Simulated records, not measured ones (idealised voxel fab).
Herein follows the process module entitled voxel capacitor over wiring.
Cross-sectional view cut (width: 215 nm; square cell size: 5 nm).
When this document writes out a cross-section, it uses a grid of square cells and lists it as bands, beginning at the top and moving down, with a band standing for one or more rows of cells.
Read a band's entry like this: the first values are the height of its top and the height of its bottom in nm, and what follows is the sequence of materials from left to right, each with its width in nm. Note that "air" is empty space, and that a single material marked "throughout" reaches across the band from edge to edge.
Convention: height 0 is the level below which the wafer, as received, is all one material. The lowest band does not terminate at the bottom but continues downward, represented as "0..down".
When a width is written as two numbers, as in "30->40", the first number is the width in the top row of cells of the band and the second is the width in its bottom row, and the width changes by the same amount from each row to the next.
It should be understood that the words "no change occurred", when stated for a given step, signify that the cross-section underwent no change in any of its cells during that step.
In the "Internal closed voids" entry, you get each enclosed empty space of 8 cells or more, one with no open way to the top, written width x height at distance, distance from the left edge, in nm.
The remark found on a step's line after its settings is issued by the simulator itself and pertains to that step.
overlay nm: step with mask; distance mask lay right of planned place; negative value = left of planned place.
-- The process steps that were planned are listed below
step 1: RECEIVE [material Si]
step 2: CONFORMAL_DEP [material SiO2] [thk nm 15]
step 3: CONFORMAL_DEP [material SiN] [thk nm 5]
step 4: DIRECTIONAL_DEP [material lowk] [thk nm 20]
step 5: MASKED_ETCH [tone open] [mask id METAL_1] [width nm 25] [pitch nm 95] [etch materials lowk] [depth nm 20] [overlay nm 0]
step 6: MASKED_ETCH [tone open] [mask id METAL_1] [width nm 25] [pitch nm 95] [etch materials SiN] [depth nm 5] [overlay nm 0]
step 7: CONFORMAL_DEP [material TiN] [thk nm 5]
step 8: FILL_DEP [material W] [thk nm 5]
step 9: CMP [height nm 40]
step 10: EPI [material Ru] [thk nm 5]
step 11: FILL_DEP [material SiCN] [thk nm 5]
step 12: DIRECTIONAL_DEP [material SiO2] [thk nm 10]
step 13: PATTERN [tone open] [mask id PLUG_1] [material resist] [width nm 15] [thk nm 15] [overlay nm 0]
step 14: DIRECTIONAL_ETCH [etch materials SiO2] [depth nm 10]
step 15: DIRECTIONAL_ETCH [etch materials SiCN] [depth nm 5]
step 16: STRIP [etch materials resist]
step 17: CONFORMAL_DEP [material TiN] [thk nm 5]
step 18: FILL_DEP [material Ru] [thk nm 5]
step 19: CMP [height nm 60]
step 20: DIRECTIONAL_DEP [material TiN] [thk nm 10]
step 21: DIRECTIONAL_DEP [material HfO2] [thk nm 5]
step 22: DIRECTIONAL_DEP [material TiN] [thk nm 10]
step 23: DIRECTIONAL_DEP [material aC] [thk nm 10]
step 24: PATTERN [tone cover] [mask id UPPER_PLATE] [material resist] [width nm 75] [thk nm 25] [overlay nm 0]
step 25: DIRECTIONAL_ETCH [etch materials aC] [depth nm 10]
step 26: STRIP [etch materials resist]
step 27: DIRECTIONAL_ETCH [etch materials TiN] [depth nm 10]
step 28: DIRECTIONAL_ETCH [etch materials HfO2] [depth nm 5]
step 29: STRIP [etch materials aC]
step 30: MASKED_ETCH [tone cover] [mask id LOWER_PLATE] [width nm 85] [etch materials TiN] [depth nm 10] [overlay nm 0]
step 31: FILL_DEP [material SiO2] [thk nm 20]
step 32: CMP [height nm 100]
step 33: PATTERN [tone open] [mask id PLUG_2] [material resist] [width nm 15] [thk nm 20] [overlay nm 0]
step 34: DIRECTIONAL_ETCH [etch materials SiO2] [depth nm 15]
step 35: STRIP [etch materials resist]
step 36: CONFORMAL_DEP [material TiN] [thk nm 5]
step 37: FILL_DEP [material Ru] [thk nm 5]
step 38: CMP [height nm 100]
step 39: CONFORMAL_DEP [material SiN] [thk nm 5]
-- First out of two wafers; run went to plan
-- Delivered wafer in cross-section: state after step 1
0..down  Si throughout
Internal closed voids: none
-- Wafer after step 2 (cross-section)
15..0  SiO2 throughout
Unchanged below 0.
-- Wafer after step 3 (cross-section)
20..15  SiN throughout
Unchanged below 15.
-- Wafer after step 4 (cross-section)
40..20  lowk throughout
Unchanged below 20.
-- Wafer after step 5 (cross-section)
40..20  45 nm lowk, 25 nm air, 70 nm lowk, 25 nm air, 50 nm lowk
Unchanged below 20.
-- Wafer after step 6 (cross-section)
40..20  45 nm lowk, 25 nm air, 70 nm lowk, 25 nm air, 50 nm lowk
20..15  45 nm SiN, 25 nm air, 70 nm SiN, 25 nm air, 50 nm SiN
Unchanged below 15.
-- Wafer after step 7 (cross-section)
45..40  50 nm TiN, 15 nm air, 80 nm TiN, 15 nm air, 55 nm TiN
40..20  45 nm lowk, 5 nm TiN, 15 nm air, 5 nm TiN, 70 nm lowk, 5 nm TiN, 15 nm air, 5 nm TiN, 50 nm lowk
20..15  45 nm SiN, 25 nm TiN, 70 nm SiN, 25 nm TiN, 50 nm SiN
Unchanged below 15.
-- Wafer after step 8 (cross-section)
50..45  W throughout
45..40  50 nm TiN, 15 nm W, 80 nm TiN, 15 nm W, 55 nm TiN
40..20  45 nm lowk, 5 nm TiN, 15 nm W, 5 nm TiN, 70 nm lowk, 5 nm TiN, 15 nm W, 5 nm TiN, 50 nm lowk
Unchanged below 20.
-- Wafer after step 9 (cross-section)
40..20  45 nm lowk, 5 nm TiN, 15 nm W, 5 nm TiN, 70 nm lowk, 5 nm TiN, 15 nm W, 5 nm TiN, 50 nm lowk
Unchanged below 20.
-- Wafer after step 10 (cross-section)
45..40  40 nm air, 35 nm Ru, 60 nm air, 35 nm Ru, 45 nm air
Unchanged below 40.
-- Wafer after step 11 (cross-section)
50..45  SiCN throughout
45..40  40 nm SiCN, 35 nm Ru, 60 nm SiCN, 35 nm Ru, 45 nm SiCN
Unchanged below 40.
-- Wafer after step 12 (cross-section)
60..50  SiO2 throughout
Unchanged below 50.
-- Wafer after step 13 (cross-section)
75..60  55 nm resist, 15 nm air, 145 nm resist
Unchanged below 60.
-- Wafer after step 14 (cross-section)
75..60  55 nm resist, 15 nm air, 145 nm resist
60..50  55 nm SiO2, 15 nm air, 145 nm SiO2
Unchanged below 50.
-- Wafer after step 15 (cross-section)
75..60  55 nm resist, 15 nm air, 145 nm resist
60..50  55 nm SiO2, 15 nm air, 145 nm SiO2
50..45  55 nm SiCN, 15 nm air, 145 nm SiCN
Unchanged below 45.
-- Wafer after step 16 (cross-section)
60..50  55 nm SiO2, 15 nm air, 145 nm SiO2
Unchanged below 50.
-- Wafer after step 17 (cross-section)
65..60  60 nm TiN, 5 nm air, 150 nm TiN
60..50  55 nm SiO2, 5 nm TiN, 5 nm air, 5 nm TiN, 145 nm SiO2
50..45  55 nm SiCN, 15 nm TiN, 145 nm SiCN
Unchanged below 45.
-- Wafer after step 18 (cross-section)
70..65  Ru throughout
65..60  60 nm TiN, 5 nm Ru, 150 nm TiN
60..50  55 nm SiO2, 5 nm TiN, 5 nm Ru, 5 nm TiN, 145 nm SiO2
Unchanged below 50.
-- Wafer after step 19 (cross-section)
60..50  55 nm SiO2, 5 nm TiN, 5 nm Ru, 5 nm TiN, 145 nm SiO2
Unchanged below 50.
-- Wafer after step 20 (cross-section)
70..60  TiN throughout
Unchanged below 60.
-- Wafer after step 21 (cross-section)
75..70  HfO2 throughout
Unchanged below 70.
-- Wafer after step 22 (cross-section)
85..75  TiN throughout
Unchanged below 75.
-- Wafer after step 23 (cross-section)
95..85  aC throughout
Unchanged below 85.
-- Wafer after step 24 (cross-section)
120..95  55 nm air, 75 nm resist, 85 nm air
Unchanged below 95.
-- Wafer after step 25 (cross-section)
110..95  55 nm air, 75 nm resist, 85 nm air
95..85  55 nm air, 75 nm aC, 85 nm air
Unchanged below 85.
-- Wafer after step 26 (cross-section)
95..85  55 nm air, 75 nm aC, 85 nm air
Unchanged below 85.
-- Wafer after step 27 (cross-section)
95..85  55 nm air, 75 nm aC, 85 nm air
85..75  55 nm air, 75 nm TiN, 85 nm air
Unchanged below 75.
-- Wafer after step 28 (cross-section)
95..85  55 nm air, 75 nm aC, 85 nm air
85..75  55 nm air, 75 nm TiN, 85 nm air
75..70  55 nm air, 75 nm HfO2, 85 nm air
Unchanged below 70.
-- Wafer after step 29 (cross-section)
85..75  55 nm air, 75 nm TiN, 85 nm air
Unchanged below 75.
-- Wafer after step 30 (cross-section)
85..75  55 nm air, 75 nm TiN, 85 nm air
75..70  55 nm air, 75 nm HfO2, 85 nm air
70..60  50 nm air, 85 nm TiN, 80 nm air
Unchanged below 60.
-- Wafer after step 31 (cross-section)
105..85  SiO2 throughout
85..75  55 nm SiO2, 75 nm TiN, 85 nm SiO2
75..70  55 nm SiO2, 75 nm HfO2, 85 nm SiO2
70..60  50 nm SiO2, 85 nm TiN, 80 nm SiO2
Unchanged below 60.
-- Wafer after step 32 (cross-section)
100..85  SiO2 throughout
Unchanged below 85.
-- Wafer after step 33 (cross-section)
120..100  65 nm resist, 15 nm air, 135 nm resist
Unchanged below 100.
-- Wafer after step 34 (cross-section)
120..100  65 nm resist, 15 nm air, 135 nm resist
100..85  65 nm SiO2, 15 nm air, 135 nm SiO2
Unchanged below 85.
-- Wafer after step 35 (cross-section)
100..85  65 nm SiO2, 15 nm air, 135 nm SiO2
Unchanged below 85.
-- Wafer after step 36 (cross-section)
105..100  70 nm TiN, 5 nm air, 140 nm TiN
100..90  65 nm SiO2, 5 nm TiN, 5 nm air, 5 nm TiN, 135 nm SiO2
90..85  65 nm SiO2, 15 nm TiN, 135 nm SiO2
Unchanged below 85.
-- Wafer after step 37 (cross-section)
110..105  Ru throughout
105..100  70 nm TiN, 5 nm Ru, 140 nm TiN
100..90  65 nm SiO2, 5 nm TiN, 5 nm Ru, 5 nm TiN, 135 nm SiO2
Unchanged below 90.
-- Wafer after step 38 (cross-section)
100..90  65 nm SiO2, 5 nm TiN, 5 nm Ru, 5 nm TiN, 135 nm SiO2
Unchanged below 90.
-- Wafer after step 39 (cross-section)
105..100  SiN throughout
Unchanged below 100.
-- Second wafer - shared start and plan with the first - one error in running - same as the first up to step 1 inclusive
-- Second wafer: cross-section at the scheduled end of step 2
30..0  SiO2 throughout
Unchanged below 0.
-- Second wafer: cross-section at the scheduled end of step 3
35..30  SiN throughout
Unchanged below 30.
-- Second wafer: cross-section at the scheduled end of step 4
55..35  lowk throughout
Unchanged below 35.
-- Second wafer: cross-section at the scheduled end of step 5
55..35  45 nm lowk, 25 nm air, 70 nm lowk, 25 nm air, 50 nm lowk
Unchanged below 35.
-- Second wafer: cross-section at the scheduled end of step 6
55..35  45 nm lowk, 25 nm air, 70 nm lowk, 25 nm air, 50 nm lowk
35..30  45 nm SiN, 25 nm air, 70 nm SiN, 25 nm air, 50 nm SiN
Unchanged below 30.
-- Second wafer: cross-section at the scheduled end of step 7
60..55  50 nm TiN, 15 nm air, 80 nm TiN, 15 nm air, 55 nm TiN
55..35  45 nm lowk, 5 nm TiN, 15 nm air, 5 nm TiN, 70 nm lowk, 5 nm TiN, 15 nm air, 5 nm TiN, 50 nm lowk
35..30  45 nm SiN, 25 nm TiN, 70 nm SiN, 25 nm TiN, 50 nm SiN
Unchanged below 30.
-- Second wafer: cross-section at the scheduled end of step 8
65..60  W throughout
60..55  50 nm TiN, 15 nm W, 80 nm TiN, 15 nm W, 55 nm TiN
55..35  45 nm lowk, 5 nm TiN, 15 nm W, 5 nm TiN, 70 nm lowk, 5 nm TiN, 15 nm W, 5 nm TiN, 50 nm lowk
Unchanged below 35.
-- Second wafer: cross-section at the scheduled end of step 9
40..35  45 nm lowk, 5 nm TiN, 15 nm W, 5 nm TiN, 70 nm lowk, 5 nm TiN, 15 nm W, 5 nm TiN, 50 nm lowk
Unchanged below 35.
-- Second wafer: cross-section at the scheduled end of step 10
45..40  40 nm air, 35 nm Ru, 60 nm air, 35 nm Ru, 45 nm air
Unchanged below 40.
-- Second wafer: cross-section at the scheduled end of step 11
50..45  SiCN throughout
45..40  40 nm SiCN, 35 nm Ru, 60 nm SiCN, 35 nm Ru, 45 nm SiCN
Unchanged below 40.
-- Second wafer: cross-section at the scheduled end of step 12
60..50  SiO2 throughout
Unchanged below 50.
-- Second wafer: cross-section at the scheduled end of step 13
75..60  55 nm resist, 15 nm air, 145 nm resist
Unchanged below 60.
-- Second wafer: cross-section at the scheduled end of step 14
75..60  55 nm resist, 15 nm air, 145 nm resist
60..50  55 nm SiO2, 15 nm air, 145 nm SiO2
Unchanged below 50.
-- Second wafer: cross-section at the scheduled end of step 15
75..60  55 nm resist, 15 nm air, 145 nm resist
60..50  55 nm SiO2, 15 nm air, 145 nm SiO2
50..45  55 nm SiCN, 15 nm air, 145 nm SiCN
Unchanged below 45.
-- Second wafer: cross-section at the scheduled end of step 16
60..50  55 nm SiO2, 15 nm air, 145 nm SiO2
Unchanged below 50.
-- Second wafer: cross-section at the scheduled end of step 17
65..60  60 nm TiN, 5 nm air, 150 nm TiN
60..50  55 nm SiO2, 5 nm TiN, 5 nm air, 5 nm TiN, 145 nm SiO2
50..45  55 nm SiCN, 15 nm TiN, 145 nm SiCN
Unchanged below 45.
-- Second wafer: cross-section at the scheduled end of step 18
70..65  Ru throughout
65..60  60 nm TiN, 5 nm Ru, 150 nm TiN
60..50  55 nm SiO2, 5 nm TiN, 5 nm Ru, 5 nm TiN, 145 nm SiO2
Unchanged below 50.
-- Second wafer: cross-section at the scheduled end of step 19
60..50  55 nm SiO2, 5 nm TiN, 5 nm Ru, 5 nm TiN, 145 nm SiO2
Unchanged below 50.
-- Second wafer: cross-section at the scheduled end of step 20
70..60  TiN throughout
Unchanged below 60.
-- Second wafer: cross-section at the scheduled end of step 21
75..70  HfO2 throughout
Unchanged below 70.
-- Second wafer: cross-section at the scheduled end of step 22
85..75  TiN throughout
Unchanged below 75.
-- Second wafer: cross-section at the scheduled end of step 23
95..85  aC throughout
Unchanged below 85.
-- Second wafer: cross-section at the scheduled end of step 24
120..95  55 nm air, 75 nm resist, 85 nm air
Unchanged below 95.
-- Second wafer: cross-section at the scheduled end of step 25
110..95  55 nm air, 75 nm resist, 85 nm air
95..85  55 nm air, 75 nm aC, 85 nm air
Unchanged below 85.
-- Second wafer: cross-section at the scheduled end of step 26
95..85  55 nm air, 75 nm aC, 85 nm air
Unchanged below 85.
-- Second wafer: cross-section at the scheduled end of step 27
95..85  55 nm air, 75 nm aC, 85 nm air
85..75  55 nm air, 75 nm TiN, 85 nm air
Unchanged below 75.
-- Second wafer: cross-section at the scheduled end of step 28
95..85  55 nm air, 75 nm aC, 85 nm air
85..75  55 nm air, 75 nm TiN, 85 nm air
75..70  55 nm air, 75 nm HfO2, 85 nm air
Unchanged below 70.
-- Second wafer: cross-section at the scheduled end of step 29
85..75  55 nm air, 75 nm TiN, 85 nm air
Unchanged below 75.
-- Second wafer: cross-section at the scheduled end of step 30
85..75  55 nm air, 75 nm TiN, 85 nm air
75..70  55 nm air, 75 nm HfO2, 85 nm air
70..60  50 nm air, 85 nm TiN, 80 nm air
Unchanged below 60.
-- Second wafer: cross-section at the scheduled end of step 31
105..85  SiO2 throughout
85..75  55 nm SiO2, 75 nm TiN, 85 nm SiO2
75..70  55 nm SiO2, 75 nm HfO2, 85 nm SiO2
70..60  50 nm SiO2, 85 nm TiN, 80 nm SiO2
Unchanged below 60.
-- Second wafer: cross-section at the scheduled end of step 32
100..85  SiO2 throughout
Unchanged below 85.
-- Second wafer: cross-section at the scheduled end of step 33
120..100  65 nm resist, 15 nm air, 135 nm resist
Unchanged below 100.
-- Second wafer: cross-section at the scheduled end of step 34
120..100  65 nm resist, 15 nm air, 135 nm resist
100..85  65 nm SiO2, 15 nm air, 135 nm SiO2
Unchanged below 85.
-- Second wafer: cross-section at the scheduled end of step 35
100..85  65 nm SiO2, 15 nm air, 135 nm SiO2
Unchanged below 85.
-- Second wafer: cross-section at the scheduled end of step 36
105..100  70 nm TiN, 5 nm air, 140 nm TiN
100..90  65 nm SiO2, 5 nm TiN, 5 nm air, 5 nm TiN, 135 nm SiO2
90..85  65 nm SiO2, 15 nm TiN, 135 nm SiO2
Unchanged below 85.
-- Second wafer: cross-section at the scheduled end of step 37
110..105  Ru throughout
105..100  70 nm TiN, 5 nm Ru, 140 nm TiN
100..90  65 nm SiO2, 5 nm TiN, 5 nm Ru, 5 nm TiN, 135 nm SiO2
Unchanged below 90.
-- Second wafer: cross-section at the scheduled end of step 38
100..90  65 nm SiO2, 5 nm TiN, 5 nm Ru, 5 nm TiN, 135 nm SiO2
Unchanged below 90.
-- Second wafer: cross-section at the scheduled end of step 39
105..100  SiN throughout
Unchanged below 100.
Error vs. plan: step 2, plan: ran twice
at the end the second wafer has, in cells: SiO2 +129; TiN -12; W -18; lowk -99
